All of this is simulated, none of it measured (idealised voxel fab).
The process module that follows is named voxel capacitor over wiring.
It is cross-section cut that appears here, measuring 190 nm in width, its square cells being 5 nm in size.
Cross-section spec: square-cell grid; bands listed top down; each band is one or more rows. What a band's entry tells you: where the top is and where the bottom is, as heights in nm, and after that what lies inside, material by material from left to right, each with its width in nm. Empty space is written as the word "blank", and a single material marked with the word "full width" occupies the band from edge to edge. Basically, 0 is our baseline, since under it the wafer straight out of the box is all one material. The bottom band has no lower end and keeps on going down, so it looks like "0 and below". You'd read "30..40" like this: the band's top row of cells is as wide as the first number, its bottom row is as wide as the second, and going down, every row changes width by the same amount as the row before did. Step note "no modification" = no cross-section cell changed. "Completely sealed voids" lists enclosed empty spaces (at least 8 cells, no open path upward to the top), each as width x height at distance from the left edge, in nm. after a step's settings: what the simulator itself notes on the step. What "overlay nm" on a step's line means: if the step has a mask, that mask lay this far to the right of its planned place, or, when the value is negative, to the left.
SO HERE'S THE LINEUP OF PROCESS STEPS WE PLANNED
1) RECEIVE | material Si
2) CONFORMAL_DEP | material SiO2 | thk nm 15
3) DIRECTIONAL_DEP | material TiN | thk nm 5
4) DIRECTIONAL_DEP | material Ru | thk nm 20
5) DIRECTIONAL_DEP | material aC | thk nm 10
6) PATTERN | tone cover | mask id METAL_1 | material resist | width nm 20 | pitch nm 70 | thk nm 25 | overlay nm 0
7) DIRECTIONAL_ETCH | etch materials aC | depth nm 10
8) STRIP | etch materials resist
9) DIRECTIONAL_ETCH | etch materials Ru | depth nm 20
10) DIRECTIONAL_ETCH | etch materials TiN | depth nm 5
11) STRIP | etch materials aC
12) CONFORMAL_DEP | material SiN | thk nm 5
13) FILL_DEP | material SiO2 | thk nm 10
14) CMP | height nm 40
15) CONFORMAL_DEP | material SiCN | thk nm 5
16) DIRECTIONAL_DEP | material lowk | thk nm 10
17) MASKED_ETCH | tone open | mask id PLUG_1 | width nm 15 | etch materials lowk | depth nm 10 | overlay nm 0
18) MASKED_ETCH | tone open | mask id PLUG_1 | width nm 15 | etch materials SiCN | depth nm 5 | overlay nm 0
19) EPI | material Ru | thk nm 10
20) EPI | material Ru | thk nm 5
21) DIRECTIONAL_DEP | material TiN | thk nm 5
22) DIRECTIONAL_DEP | material HfO2 | thk nm 5
23) DIRECTIONAL_DEP | material TiN | thk nm 5
24) DIRECTIONAL_DEP | material aC | thk nm 10
25) PATTERN | tone cover | mask id UPPER_PLATE | material resist | width nm 55 | thk nm 30 | overlay nm 0
26) DIRECTIONAL_ETCH | etch materials aC | depth nm 10
27) STRIP | etch materials resist
28) DIRECTIONAL_ETCH | etch materials TiN | depth nm 5
29) DIRECTIONAL_ETCH | etch materials HfO2 | depth nm 5
30) STRIP | etch materials aC
31) MASKED_ETCH | tone cover | mask id LOWER_PLATE | width nm 65 | etch materials TiN | depth nm 5 | overlay nm 0
32) FILL_DEP | material SiO2 | thk nm 15
33) CMP | height nm 80
34) PATTERN | tone open | mask id PLUG_2 | material resist | width nm 15 | thk nm 15 | overlay nm 0
35) DIRECTIONAL_ETCH | etch materials SiO2 | depth nm 10
36) STRIP | etch materials resist
37) CONFORMAL_DEP | material TiN | thk nm 5
38) FILL_DEP | material Cu | thk nm 5
39) CMP | height nm 80
40) CONFORMAL_DEP | material SiN | thk nm 5
BELOW: THE FIRST OF TWO WAFERS, RUN AS PLANNED
AS-RECEIVED WAFER CROSS-SECTION (AFTER STEP 1)
> 0 and below = Si full width
> Completely sealed voids: none
WAFER AFTER STEP 2 (CROSS-SECTION)
> 15 down to 0 = SiO2 full width
> Heights below 0 show no change.
WAFER AFTER STEP 3 (CROSS-SECTION)
> 20 down to 15 = TiN full width
> Heights below 15 show no change.
WAFER AFTER STEP 4 (CROSS-SECTION)
> 40 down to 20 = Ru full width
> Heights below 20 show no change.
WAFER AFTER STEP 5 (CROSS-SECTION)
> 50 down to 40 = aC full width
> Heights below 40 show no change.
WAFER AFTER STEP 6 (CROSS-SECTION)
> 75 down to 50 = blank 50, resist 20, blank 50, resist 20, blank 50
> Heights below 50 show no change.
WAFER AFTER STEP 7 (CROSS-SECTION)
> 65 down to 50 = blank 50, resist 20, blank 50, resist 20, blank 50
> 50 down to 40 = blank 50, aC 20, blank 50, aC 20, blank 50
> Heights below 40 show no change.
WAFER AFTER STEP 8 (CROSS-SECTION)
> 50 down to 40 = blank 50, aC 20, blank 50, aC 20, blank 50
> Heights below 40 show no change.
WAFER AFTER STEP 9 (CROSS-SECTION)
> 50 down to 40 = blank 50, aC 20, blank 50, aC 20, blank 50
> 40 down to 20 = blank 50, Ru 20, blank 50, Ru 20, blank 50
> Heights below 20 show no change.
WAFER AFTER STEP 10 (CROSS-SECTION)
> 50 down to 40 = blank 50, aC 20, blank 50, aC 20, blank 50
> 40 down to 20 = blank 50, Ru 20, blank 50, Ru 20, blank 50
> 20 down to 15 = blank 50, TiN 20, blank 50, TiN 20, blank 50
> Heights below 15 show no change.
WAFER AFTER STEP 11 (CROSS-SECTION)
> 40 down to 20 = blank 50, Ru 20, blank 50, Ru 20, blank 50
> Heights below 20 show no change.
WAFER AFTER STEP 12 (CROSS-SECTION)
> 45 down to 40 = blank 45, SiN 30, blank 40, SiN 30, blank 45
> 40 down to 20 = blank 45, SiN 5, Ru 20, SiN 5, blank 40, SiN 5, Ru 20, SiN 5, blank 45
> 20 down to 15 = SiN 50, TiN 20, SiN 50, TiN 20, SiN 50
> Heights below 15 show no change.
WAFER AFTER STEP 13 (CROSS-SECTION)
> 55 down to 45 = SiO2 full width
> 45 down to 40 = SiO2 45, SiN 30, SiO2 40, SiN 30, SiO2 45
> 40 down to 20 = SiO2 45, SiN 5, Ru 20, SiN 5, SiO2 40, SiN 5, Ru 20, SiN 5, SiO2 45
> Heights below 20 show no change.
WAFER AFTER STEP 14 (CROSS-SECTION)
> 40 down to 20 = SiO2 45, SiN 5, Ru 20, SiN 5, SiO2 40, SiN 5, Ru 20, SiN 5, SiO2 45
> Heights below 20 show no change.
WAFER AFTER STEP 15 (CROSS-SECTION)
> 45 down to 40 = SiCN full width
> Heights below 40 show no change.
WAFER AFTER STEP 16 (CROSS-SECTION)
> 55 down to 45 = lowk full width
> Heights below 45 show no change.
WAFER AFTER STEP 17 (CROSS-SECTION)
> 55 down to 45 = lowk 55, blank 15, lowk 120
> Heights below 45 show no change.
WAFER AFTER STEP 18 (CROSS-SECTION)
> 55 down to 45 = lowk 55, blank 15, lowk 120
> 45 down to 40 = SiCN 55, blank 15, SiCN 120
> Heights below 40 show no change.
WAFER AFTER STEP 19 (CROSS-SECTION)
> 55 down to 50 = lowk 55, blank 15, lowk 120
> 50 down to 45 = lowk 55, Ru 15, lowk 120
> 45 down to 40 = SiCN 55, Ru 15, SiCN 120
> Heights below 40 show no change.
WAFER AFTER STEP 20 (CROSS-SECTION)
> 55 down to 45 = lowk 55, Ru 15, lowk 120
> Heights below 45 show no change.
WAFER AFTER STEP 21 (CROSS-SECTION)
> 60 down to 55 = TiN full width
> Heights below 55 show no change.
WAFER AFTER STEP 22 (CROSS-SECTION)
> 65 down to 60 = HfO2 full width
> Heights below 60 show no change.
WAFER AFTER STEP 23 (CROSS-SECTION)
> 70 down to 65 = TiN full width
> Heights below 65 show no change.
WAFER AFTER STEP 24 (CROSS-SECTION)
> 80 down to 70 = aC full width
> Heights below 70 show no change.
WAFER AFTER STEP 25 (CROSS-SECTION)
> 110 down to 80 = blank 55, resist 55, blank 80
> Heights below 80 show no change.
WAFER AFTER STEP 26 (CROSS-SECTION)
> 100 down to 80 = blank 55, resist 55, blank 80
> 80 down to 70 = blank 55, aC 55, blank 80
> Heights below 70 show no change.
WAFER AFTER STEP 27 (CROSS-SECTION)
> 80 down to 70 = blank 55, aC 55, blank 80
> Heights below 70 show no change.
WAFER AFTER STEP 28 (CROSS-SECTION)
> 80 down to 70 = blank 55, aC 55, blank 80
> 70 down to 65 = blank 55, TiN 55, blank 80
> Heights below 65 show no change.
WAFER AFTER STEP 29 (CROSS-SECTION)
> 80 down to 70 = blank 55, aC 55, blank 80
> 70 down to 65 = blank 55, TiN 55, blank 80
> 65 down to 60 = blank 55, HfO2 55, blank 80
> Heights below 60 show no change.
WAFER AFTER STEP 30 (CROSS-SECTION)
> 70 down to 65 = blank 55, TiN 55, blank 80
> Heights below 65 show no change.
WAFER AFTER STEP 31 (CROSS-SECTION)
> 70 down to 65 = blank 55, TiN 55, blank 80
> 65 down to 60 = blank 55, HfO2 55, blank 80
> 60 down to 55 = blank 50, TiN 65, blank 75
> Heights below 55 show no change.
WAFER AFTER STEP 32 (CROSS-SECTION)
> 85 down to 70 = SiO2 full width
> 70 down to 65 = SiO2 55, TiN 55, SiO2 80
> 65 down to 60 = SiO2 55, HfO2 55, SiO2 80
> 60 down to 55 = SiO2 50, TiN 65, SiO2 75
> Heights below 55 show no change.
WAFER AFTER STEP 33 (CROSS-SECTION)
> 80 down to 70 = SiO2 full width
> Heights below 70 show no change.
WAFER AFTER STEP 34 (CROSS-SECTION)
> 95 down to 80 = resist 65, blank 15, resist 110
> Heights below 80 show no change.
WAFER AFTER STEP 35 (CROSS-SECTION)
> 95 down to 80 = resist 65, blank 15, resist 110
> 80 down to 70 = SiO2 65, blank 15, SiO2 110
> Heights below 70 show no change.
WAFER AFTER STEP 36 (CROSS-SECTION)
> 80 down to 70 = SiO2 65, blank 15, SiO2 110
> Heights below 70 show no change.
WAFER AFTER STEP 37 (CROSS-SECTION)
> 85 down to 80 = TiN 70, blank 5, TiN 115
> 80 down to 75 = SiO2 65, TiN 5, blank 5, TiN 5, SiO2 110
> 75 down to 65 = SiO2 65..55, TiN 15..55, SiO2 110..80
> Heights below 65 show no change.
WAFER AFTER STEP 38 (CROSS-SECTION)
> 90 down to 85 = Cu full width
> 85 down to 80 = TiN 70, Cu 5, TiN 115
> 80 down to 75 = SiO2 65, TiN 5, Cu 5, TiN 5, SiO2 110
> Heights below 75 show no change.
WAFER AFTER STEP 39 (CROSS-SECTION)
> 80 down to 75 = SiO2 65, TiN 5, Cu 5, TiN 5, SiO2 110
> Heights below 75 show no change.
WAFER AFTER STEP 40 (CROSS-SECTION)
> 85 down to 80 = SiN full width
> Heights below 80 show no change.
SECOND WAFER: SAME START AND SAME PLAN AS THE FIRST, ONE EXECUTION ERROR; IDENTICAL TO THE FIRST THROUGH STEP 18
LOOK AT THE SECOND WAFER IN CROSS-SECTION AT THE TIME STEP 19 OUGHT TO HAVE FINISHED
> 60 down to 55 = blank 50, Ru 25, blank 115
> 55 down to 45 = lowk 55, Ru 15, lowk 120
> 45 down to 40 = SiCN 55, Ru 15, SiCN 120
> Heights below 40 show no change.
LOOK AT THE SECOND WAFER IN CROSS-SECTION AT THE TIME STEP 20 OUGHT TO HAVE FINISHED
> 65 down to 55 = blank 45, Ru 35, blank 110
> Heights below 55 show no change.
LOOK AT THE SECOND WAFER IN CROSS-SECTION AT THE TIME STEP 21 OUGHT TO HAVE FINISHED
> 70 down to 65 = blank 45, TiN 35, blank 110
> 65 down to 60 = blank 45, Ru 35, blank 110
> 60 down to 55 = TiN 45, Ru 35, TiN 110
> Heights below 55 show no change.
LOOK AT THE SECOND WAFER IN CROSS-SECTION AT THE TIME STEP 22 OUGHT TO HAVE FINISHED
> 75 down to 70 = blank 45, HfO2 35, blank 110
> 70 down to 65 = blank 45, TiN 35, blank 110
> 65 down to 60 = HfO2 45, Ru 35, HfO2 110
> Heights below 60 show no change.
LOOK AT THE SECOND WAFER IN CROSS-SECTION AT THE TIME STEP 23 OUGHT TO HAVE FINISHED
> 80 down to 75 = blank 45, TiN 35, blank 110
> 75 down to 70 = blank 45, HfO2 35, blank 110
> 70 down to 65 = TiN full width
> Heights below 65 show no change.
LOOK AT THE SECOND WAFER IN CROSS-SECTION AT THE TIME STEP 24 OUGHT TO HAVE FINISHED
> 90 down to 80 = blank 45, aC 35, blank 110
> 80 down to 75 = aC 45, TiN 35, aC 110
> 75 down to 70 = aC 45, HfO2 35, aC 110
> Heights below 70 show no change.
LOOK AT THE SECOND WAFER IN CROSS-SECTION AT THE TIME STEP 25 OUGHT TO HAVE FINISHED
> 120 down to 90 = blank 55, resist 55, blank 80
> 90 down to 80 = blank 45, aC 35, resist 30, blank 80
> Heights below 80 show no change.
LOOK AT THE SECOND WAFER IN CROSS-SECTION AT THE TIME STEP 26 OUGHT TO HAVE FINISHED
> 110 down to 90 = blank 55, resist 55, blank 80
> 90 down to 80 = blank 55, aC 25, resist 30, blank 80
> 80 down to 75 = blank 45, TiN 35, aC 30, blank 80
> 75 down to 70 = blank 45, HfO2 35, aC 30, blank 80
> Heights below 70 show no change.
LOOK AT THE SECOND WAFER IN CROSS-SECTION AT THE TIME STEP 27 OUGHT TO HAVE FINISHED
> 90 down to 80 = blank 55, aC 25, blank 110
> Heights below 80 show no change.
LOOK AT THE SECOND WAFER IN CROSS-SECTION AT THE TIME STEP 28 OUGHT TO HAVE FINISHED
> 90 down to 80 = blank 55, aC 25, blank 110
> 80 down to 75 = blank 55, TiN 25, aC 30, blank 80
> 75 down to 70 = blank 45, HfO2 35, aC 30, blank 80
> 70 down to 65 = blank 45, TiN 65, blank 80
> Heights below 65 show no change.
LOOK AT THE SECOND WAFER IN CROSS-SECTION AT THE TIME STEP 29 OUGHT TO HAVE FINISHED
> 90 down to 80 = blank 55, aC 25, blank 110
> 80 down to 75 = blank 55, TiN 25, aC 30, blank 80
> 75 down to 70 = blank 55, HfO2 25, aC 30, blank 80
> 70 down to 65 = blank 45, TiN 65, blank 80
> 65 down to 60 = blank 45, Ru 35, HfO2 30, blank 80
> Heights below 60 show no change.
LOOK AT THE SECOND WAFER IN CROSS-SECTION AT THE TIME STEP 30 OUGHT TO HAVE FINISHED
> 80 down to 75 = blank 55, TiN 25, blank 110
> 75 down to 70 = blank 55, HfO2 25, blank 110
> Heights below 70 show no change.
LOOK AT THE SECOND WAFER IN CROSS-SECTION AT THE TIME STEP 31 OUGHT TO HAVE FINISHED
> 80 down to 75 = blank 55, TiN 25, blank 110
> 75 down to 70 = blank 55, HfO2 25, blank 110
> 70 down to 65 = blank 50, TiN 60, blank 80
> 65 down to 60 = blank 45, Ru 35, HfO2 30, blank 80
> 60 down to 55 = blank 45, Ru 35, TiN 35, blank 75
> Heights below 55 show no change.
LOOK AT THE SECOND WAFER IN CROSS-SECTION AT THE TIME STEP 32 OUGHT TO HAVE FINISHED
> 95 down to 80 = SiO2 full width
> 80 down to 75 = SiO2 55, TiN 25, SiO2 110
> 75 down to 70 = SiO2 55, HfO2 25, SiO2 110
> 70 down to 65 = SiO2 50, TiN 60, SiO2 80
> 65 down to 60 = SiO2 45, Ru 35, HfO2 30, SiO2 80
> 60 down to 55 = SiO2 45, Ru 35, TiN 35, SiO2 75
> Heights below 55 show no change.
LOOK AT THE SECOND WAFER IN CROSS-SECTION AT THE TIME STEP 33 OUGHT TO HAVE FINISHED
> 80 down to 75 = SiO2 55, TiN 25, SiO2 110
> Heights below 75 show no change.
LOOK AT THE SECOND WAFER IN CROSS-SECTION AT THE TIME STEP 34 OUGHT TO HAVE FINISHED
> 95 down to 80 = resist 65, blank 15, resist 110
> Heights below 80 show no change.
Look at the second wafer in cross-section at the time step 35 ought to have finished: no modification
LOOK AT THE SECOND WAFER IN CROSS-SECTION AT THE TIME STEP 36 OUGHT TO HAVE FINISHED
> 80 down to 75 = SiO2 55, TiN 25, SiO2 110
> Heights below 75 show no change.
LOOK AT THE SECOND WAFER IN CROSS-SECTION AT THE TIME STEP 37 OUGHT TO HAVE FINISHED
> 85 down to 80 = TiN full width
> Heights below 80 show no change.
LOOK AT THE SECOND WAFER IN CROSS-SECTION AT THE TIME STEP 38 OUGHT TO HAVE FINISHED
> 90 down to 85 = Cu full width
> Heights below 85 show no change.
LOOK AT THE SECOND WAFER IN CROSS-SECTION AT THE TIME STEP 39 OUGHT TO HAVE FINISHED
> 80 down to 75 = SiO2 55, TiN 25, SiO2 110
> Heights below 75 show no change.
LOOK AT THE SECOND WAFER IN CROSS-SECTION AT THE TIME STEP 40 OUGHT TO HAVE FINISHED
> 85 down to 80 = SiN full width
> Heights below 80 show no change.
Processing error: step 19, plan: ran twice
The final cell counts differ between the wafers, with the second having more or fewer of some materials than the first: 1 fewer of Cu; 14 more of Ru; 8 fewer of SiO2; 5 fewer of TiN
